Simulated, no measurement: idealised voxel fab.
The document below concerns the process module designated voxel released beams.
Pictured: cross-section cut, 270 nm wide, on a grid of 5 nm square cells.
Reading order for cross-sections: top band down to bottom band. Underlying form: a grid of square cells. Band size: one or more rows of cells.
A band entry consists of two parts. The first gives the height of the band's top and the height of its bottom, in nm. The rest lists the band's materials from left to right, each with its width in nm. A single material labelled with the word "throughout" fills the band from edge to edge, and the word "blank" marks empty space.
Heights are measured from 0, the level below which the as-received wafer is all one material; the lowest band has no bottom and continues downward, written as in "0 down".
So if you see something like "30..40" for the width, read it as the top row of the band sitting at the first number and the bottom row at the second, with every row in between moving by the same amount as the last.
For the purposes of this document, the phrase "nothing changed" attached to a step denotes that no cell within the cross-section was modified by that step.
Empty spaces without an open route to the top, at least 8 cells in extent, make up the entry "Voids, enclosed"; each is given as width x height at distance, where the distance is measured from the left edge, and all are in nm.
Text after the settings on a step's line: the simulator's own remark on that step.
Regarding "overlay nm": on a step with a mask, it is the distance the mask lay to the right of its planned place; a negative value places it to the left.

LISTED BELOW ARE THE PROCESS STEPS AS PLANNED
1 RECEIVE, material Si
2 CONFORMAL_DEP, material Al2O3, thk nm 5
3 DIRECTIONAL_DEP, material SiO2, thk nm 10
4 MASKED_ETCH, tone open, mask id ANCHOR, width nm 25, etch materials SiO2, depth nm 10, overlay nm 0
5 CONFORMAL_DEP, material W, thk nm 5
6 MASKED_ETCH, tone cover, mask id BEAM, width nm 105, etch materials W, depth nm 10, overlay nm 0
7 STRIP, etch materials SiO2
Heads up: all these wafers start the same, and what changes between them is the thk nm in step 5. The value you see in the plan is just what the first wafer got.

CROSS-SECTION OF THE FIRST OF SEVERAL WAFERS AS RECEIVED (AFTER STEP 1)
> 0 down: Si throughout
> Voids, enclosed: none

WAFER CROSS-SECTION (FIRST OF SEVERAL) - MODULE END, POST STEP 7 (LAST STEP)
> 20 to 10: 80..85 nm blank | 10..5 nm W | 15 nm blank | 80..5 nm W | 85..160 nm blank
> 10 to 5: 85 nm blank | 25 nm W | 160 nm blank
> 5 to 0: Al2O3 throughout
> 0 down: Si throughout
> Voids, enclosed: none

CROSS-SECTION OF THE FINAL WAFER AMONG SEVERAL, TAKEN AT THE END OF THE MODULE
> 40 to 30: 80 nm blank | 105 nm W | 85 nm blank
> 30 to 15: W throughout
> 15 to 5: 85 nm SiO2 | 25 nm W | 160 nm SiO2
> 5 to 0: Al2O3 throughout
> 0 down: Si throughout
> Voids, enclosed: none

EACH ROW BELOW IS A WAFER AT THE END OF THE MODULE, LISTING FOR EVERY MATERIAL THE NUMBER OF CELLS IT HAS GAINED (+) OR LOST (-) SINCE IT WAS RECEIVED, FOLLOWED BY ITS CLOSED VOIDS
thk nm 5; +54 Al2O3; +25 W; Voids, enclosed: none
thk nm 10; +54 Al2O3; +50 W; Voids, enclosed: none
thk nm 15; +54 Al2O3; +98 SiO2; +106 W; Voids, enclosed: none
thk nm 20; +54 Al2O3; +98 SiO2; +160 W; Voids, enclosed: none
thk nm 25; +54 Al2O3; +98 SiO2; +214 W; Voids, enclosed: none
